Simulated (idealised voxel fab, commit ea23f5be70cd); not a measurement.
You're looking at the process module voxel quadruple lines.
Pictured: cross-section cut, 260 nm wide, on a grid of 5 nm square cells.
Just so we're on the same page, the cross-sections are grids of square cells, and they're listed out in bands top to bottom, each band one or more rows deep.
Top height, bottom height, nm. Materials left to right, width each, nm. Single material + "full width" = fills band edge to edge. "empty" = empty.
Convention: height 0 is the level below which the wafer, as received, is all one material. The lowest band does not terminate at the bottom but continues downward, represented as "0 -> down".
Per-row width for "30..40": begins at first number (top row of band), ends at second number (bottom row), increment between rows held constant.
"identical to before" -> step changed no cross-section cell.
So "Fully closed voids" is basically the list of trapped voids: any empty space of 8 cells or more that can't reach the top through an opening. They're written width x height at distance, the distance being from the left edge, and it's all nm.
Step line, after settings: the simulator's comment on this step.
overlay nm: mask right of planned place by this much (step with mask). Neg. = left.
Here's what the planned process steps look like:
- 1: RECEIVE: material Si
- 2: CONFORMAL_DEP: material SiO2, thk nm 10
- 3: DIRECTIONAL_DEP: material Ru, thk nm 10
- 4: DIRECTIONAL_DEP: material polySi, thk nm 20
- 5: DIRECTIONAL_DEP: material aC, thk nm 20
- 6: PATTERN: tone cover, mask id MANDREL, material resist, width nm 35, pitch nm 100, thk nm 30, overlay nm 0
- 7: DIRECTIONAL_ETCH: etch materials aC, depth nm 20
- 8: STRIP: etch materials resist
- 9: CONFORMAL_DEP: material SiO2, thk nm 15
- 10: DIRECTIONAL_ETCH: etch materials SiO2, depth nm 15
- 11: STRIP: etch materials aC
- 12: DIRECTIONAL_ETCH: etch materials polySi, depth nm 20
- 13: STRIP: etch materials SiO2
- 14: CONFORMAL_DEP: material SiCN, thk nm 10
- 15: DIRECTIONAL_ETCH: etch materials SiCN, depth nm 10
- 16: STRIP: etch materials polySi
- 17: DIRECTIONAL_ETCH: etch materials Ru, depth nm 10
- 18: STRIP: etch materials SiCN
- 19: FILL_DEP: material lowk, thk nm 5
- 20: CMP: height nm 20
Received-state cross-section, reflecting completion of step 1:
> 0 -> down | Si full width
> Fully closed voids: none
One mistake in running the module, otherwise start and plan as above: cross-section at the end:
> 20 -> 10 | polySi 35  Ru 10  polySi 15  Ru 10  polySi 15  Ru 10  polySi 15  Ru 10  polySi 15  Ru 10  polySi 15  Ru 10  polySi 15  Ru 10  polySi 15  Ru 10  polySi 40
> 10 -> 0 | SiO2 full width
> 0 -> down | Si full width
> Fully closed voids: none
The plan and the run diverged here: planned and actual differ for step 19; actual: FILL_DEP: material polySi, thk nm 5
